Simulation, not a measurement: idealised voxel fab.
The process module presented herein is designated voxel lift off.
The figure presents cross-section cut, which has a width of 230 nm and is divided into square cells with an edge length of 5 nm.
Throughout this document, each cross-section is represented as a grid of square cells and is presented as a sequence of bands enumerated from the top downward, where a band comprises one or more rows of cells.
Top, bottom (nm), then materials left to right with widths (nm); lone material tagged "edge to edge" fills the whole band edge to edge; "air" = empty space.
The level at which height equals 0 is the one under which the wafer, as it arrives, is entirely one material. No lower edge exists for the bottom band, which continues downward and is notated as in "z 0 and below".
Per-row width for "30 to 40": begins at first number (top row of band), ends at second number (bottom row), increment between rows held constant.
The cross-section has no changed cell in any step marked "no modifications".
Empty spaces counting at least 8 cells and having no open way to the top are listed in "Enclosed void catalog". The notation width x height at distance is used for each, the distance being from the left edge and all three values in nm.
Where a step's line continues beyond its settings, the continuation is a remark by the simulator itself on that step.
overlay nm: where the mask lay relative to plan, measured to the right, on steps with a mask; negatives go left.

# Planned step list for the process
| 1 | RECEIVE, material Si |
| 2 | CONFORMAL_DEP, material SiN, thk nm 5 |
| 3 | PATTERN, tone open, mask id LINES, material resist, width nm 15, pitch nm 30, thk nm 30, overlay nm 0 |
| 4 | DIRECTIONAL_DEP, material Ru, thk nm 15 |
| 5 | STRIP, etch materials resist |
| 6 | CONFORMAL_DEP, material SiO2, thk nm 5 |

# On the first of the two wafers: run conducted according to plan

# So this is the incoming wafer in cross-section - it's already been through step 1
* z 0 and below: Si edge to edge
* Enclosed void catalog: none

# Cross-section through the wafer, step 2 finished
* z 5 to 0: SiN edge to edge
* Below 0, no change.

# Cross-section through the wafer, step 3 finished
* z 35 to 5: resist 90 | air 15 | resist 15 | air 15 | resist 95
* Below 5, no change.

# Cross-section through the wafer, step 4 finished
* z 50 to 35: Ru 90 | air 15 | Ru 15 | air 15 | Ru 95
* z 35 to 20: resist 90 | air 15 | resist 15 | air 15 | resist 95
* z 20 to 5: resist 90 | Ru 15 | resist 15 | Ru 15 | resist 95
* Below 5, no change.

# Cross-section through the wafer, step 5 finished
* z 20 to 5: air 90 | Ru 15 | air 15 | Ru 15 | air 95
* Below 5, no change.

# Cross-section through the wafer, step 6 finished
* z 25 to 20: air 85 | SiO2 25 | air 5 | SiO2 25 | air 90
* z 20 to 10: air 85 | SiO2 5 | Ru 15 | SiO2 5 | air 5 | SiO2 5 | Ru 15 | SiO2 5 | air 90
* z 10 to 5: SiO2 90 | Ru 15 | SiO2 15 | Ru 15 | SiO2 95
* Below 5, no change.

# Wafer two. Same start, same plan, one slip in execution. Same as wafer one through step 3, inclusive

# Second wafer cross-section, taken as of the time the plan sets for step 4 to be done
* z 45 to 35: Ru 90 | air 15 | Ru 15 | air 15 | Ru 95
* z 35 to 15: resist 90 | air 15 | resist 15 | air 15 | resist 95
* z 15 to 5: resist 90 | Ru 15 | resist 15 | Ru 15 | resist 95
* Below 5, no change.

# Second wafer cross-section, taken as of the time the plan sets for step 5 to be done
* z 15 to 5: air 90 | Ru 15 | air 15 | Ru 15 | air 95
* Below 5, no change.

# Second wafer cross-section, taken as of the time the plan sets for step 6 to be done
* z 20 to 15: air 85 | SiO2 25 | air 5 | SiO2 25 | air 90
* z 15 to 10: air 85 | SiO2 5 | Ru 15 | SiO2 5 | air 5 | SiO2 5 | Ru 15 | SiO2 5 | air 90
* z 10 to 5: SiO2 90 | Ru 15 | SiO2 15 | Ru 15 | SiO2 95
* Below 5, no change.
Finding, execution versus plan: step 4 ran differently from the plan; actual operation with settings: DIRECTIONAL_DEP, material Ru, thk nm 10
Per the end-of-run cell counts, the second wafer holds more or fewer of some materials than the first: 6 fewer of Ru, 4 fewer of SiO2
